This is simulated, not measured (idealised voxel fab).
Process module, titled voxel wiring stack
Square cell edge 5 nm, section width 160 nm, ID cut.
This document writes a cross-section as a grid whose cells are square, and gives it as bands, listed from the top down; one or more rows of cells form a band. Each band's line starts with the height of the band's top and of its bottom, in nm. Then come its materials from left to right, each with its width in nm. One material with "all across" fills the band from edge to edge. "blank" is empty space. Beneath 0, the wafer as received is one material, and that level is where height counting begins. The lowest band goes on downward without a bottom; it is written like "top 0, no bottom". With a width like "30->40", each row of cells in the band differs from the next by the same amount, the top row carrying the first number and the bottom row the second. Any step labelled "all unchanged" changed none of the cells in the cross-section. Voids not open to the top, 8 cells minimum: see "Trapped void list". Written width x height at distance; distance is from the left edge; nm. What comes after the settings on a step's line is commentary from the simulator itself on that step. A step's line can hold "overlay nm"; with a mask on that step, the setting says how far right of the planned place the mask lay, while a negative setting says it lay to the left.
[So here's the lineup of process steps we planned]
1 RECEIVE [material Si]
2 CONFORMAL_DEP [material SiO2] [thk nm 10]
3 CONFORMAL_DEP [material SiN] [thk nm 5]
4 DIRECTIONAL_DEP [material SiO2] [thk nm 20]
5 DIRECTIONAL_DEP [material aC] [thk nm 15]
6 PATTERN [tone open] [mask id METAL_1] [material resist] [width nm 25] [pitch nm 45] [thk nm 30] [overlay nm 0]
7 DIRECTIONAL_ETCH [etch materials aC] [depth nm 15]
8 STRIP [etch materials resist]
9 DIRECTIONAL_ETCH [etch materials SiO2] [depth nm 20]
10 DIRECTIONAL_ETCH [etch materials SiN] [depth nm 5]
11 STRIP [etch materials aC]
12 CONFORMAL_DEP [material TiN] [thk nm 5]
13 FILL_DEP [material Ru] [thk nm 5]
14 CMP [height nm 35]
15 CONFORMAL_DEP [material SiCN] [thk nm 5]
16 DIRECTIONAL_DEP [material lowk] [thk nm 20]
17 DIRECTIONAL_DEP [material aC] [thk nm 10]
18 PATTERN [tone open] [mask id PLUG_1] [material resist] [width nm 15] [thk nm 30] [overlay nm 0]
19 DIRECTIONAL_ETCH [etch materials aC] [depth nm 10]
20 STRIP [etch materials resist]
21 DIRECTIONAL_ETCH [etch materials lowk] [depth nm 20]
22 DIRECTIONAL_ETCH [etch materials SiCN] [depth nm 5]
23 STRIP [etch materials aC]
24 EPI [material Ru] [thk nm 10]
25 EPI [material Ru] [thk nm 10]
26 EPI [material Ru] [thk nm 5]
27 DIRECTIONAL_DEP [material TiN] [thk nm 5]
28 DIRECTIONAL_DEP [material Ru] [thk nm 20]
29 MASKED_ETCH [tone cover] [mask id METAL_2] [width nm 25] [pitch nm 45] [etch materials Ru] [depth nm 20] [overlay nm 0]
30 MASKED_ETCH [tone cover] [mask id METAL_2] [width nm 25] [pitch nm 45] [etch materials TiN] [depth nm 5] [overlay nm 0]
31 FILL_DEP [material SiO2] [thk nm 10]
32 CMP [height nm 85]
33 CONFORMAL_DEP [material SiCN] [thk nm 5]
34 DIRECTIONAL_DEP [material lowk] [thk nm 35]
35 DIRECTIONAL_DEP [material aC] [thk nm 15]
36 PATTERN [tone open] [mask id METAL_3_HOLES] [material resist] [width nm 15] [thk nm 35] [overlay nm 0]
37 DIRECTIONAL_ETCH [etch materials aC] [depth nm 15]
38 STRIP [etch materials resist]
39 DIRECTIONAL_ETCH [etch materials lowk] [depth nm 35]
40 STRIP [etch materials aC]
41 PATTERN [tone open] [mask id METAL_3] [material resist] [width nm 25] [pitch nm 45] [thk nm 20] [overlay nm 0]
42 DIRECTIONAL_ETCH [etch materials lowk] [depth nm 20]
43 DIRECTIONAL_ETCH [etch materials SiCN] [depth nm 5]
44 STRIP [etch materials resist]
45 CONFORMAL_DEP [material TiN] [thk nm 5]
46 FILL_DEP [material Cu] [thk nm 10]
47 CMP [height nm 125]
48 CONFORMAL_DEP [material SiCN] [thk nm 5]
[So this is the incoming wafer in cross-section - it's already been through step 1]
> top 0, no bottom | Si all across
> Trapped void list: none
[Here's the cross-section of the first of our two wafers at the end of the module - it ran as planned]
> top 130, bottom 125 | SiCN all across
> top 125, bottom 110 | lowk 45; TiN 5; Cu 15; TiN 5; lowk 20; TiN 5; Cu 15; TiN 5; lowk 45
> top 110, bottom 105 | lowk 45; TiN 5; Cu 5; TiN 15; lowk 20; TiN 25; lowk 45
> top 105, bottom 90 | lowk 45; TiN 5; Cu 5; TiN 5; lowk 100
> top 90, bottom 85 | SiCN 45; TiN 15; SiCN 100
> top 85, bottom 65 | SiO2 45; Ru 25; SiO2 20; Ru 25; SiO2 45
> top 65, bottom 60 | SiO2 45; TiN 25; SiO2 20; TiN 25; SiO2 45
> top 60, bottom 40 | lowk 45; Ru 15; lowk 100
> top 40, bottom 35 | SiCN 45; Ru 15; SiCN 100
> top 35, bottom 15 | SiO2 45; TiN 5; Ru 15; TiN 5; SiO2 20; TiN 5; Ru 15; TiN 5; SiO2 45
> top 15, bottom 10 | SiN 45; TiN 25; SiN 20; TiN 25; SiN 45
> top 10, bottom 0 | SiO2 all across
> top 0, no bottom | Si all across
> Trapped void list: none
[End-of-module cross-section of the second wafer: identical starting point and process plan to the first, with one processing mistake]
> top 130, bottom 125 | SiCN all across
> top 125, bottom 110 | lowk 45; TiN 5; Cu 15; TiN 5; lowk 20; TiN 5; Cu 15; TiN 5; lowk 45
> top 110, bottom 105 | lowk 45; TiN 5; Cu 5; TiN 15; lowk 20; TiN 25; lowk 45
> top 105, bottom 90 | lowk 45; TiN 5; Cu 5; TiN 5; lowk 100
> top 90, bottom 85 | SiCN 45; TiN 15; SiCN 100
> top 85, bottom 65 | SiO2 35; Ru 25; SiO2 20; Ru 25; SiO2 55
> top 65, bottom 60 | SiO2 35; TiN 35; SiO2 10; TiN 35; SiO2 45
> top 60, bottom 40 | lowk 45; Ru 15; lowk 100
> top 40, bottom 35 | SiCN 45; Ru 15; SiCN 100
> top 35, bottom 15 | SiO2 45; TiN 5; Ru 15; TiN 5; SiO2 20; TiN 5; Ru 15; TiN 5; SiO2 45
> top 15, bottom 10 | SiN 45; TiN 25; SiN 20; TiN 25; SiN 45
> top 10, bottom 0 | SiO2 all across
> top 0, no bottom | Si all across
> Trapped void list: none
The plan and the run diverged here: in deviation from the planned setting, step 29 was conducted as MASKED_ETCH [tone cover] [mask id METAL_2] [width nm 25] [pitch nm 45] [etch materials Ru] [depth nm 20] [overlay nm -10]
At the finish, the second wafer shows more or fewer cells for some materials than the first does: -4 SiO2, +4 TiN
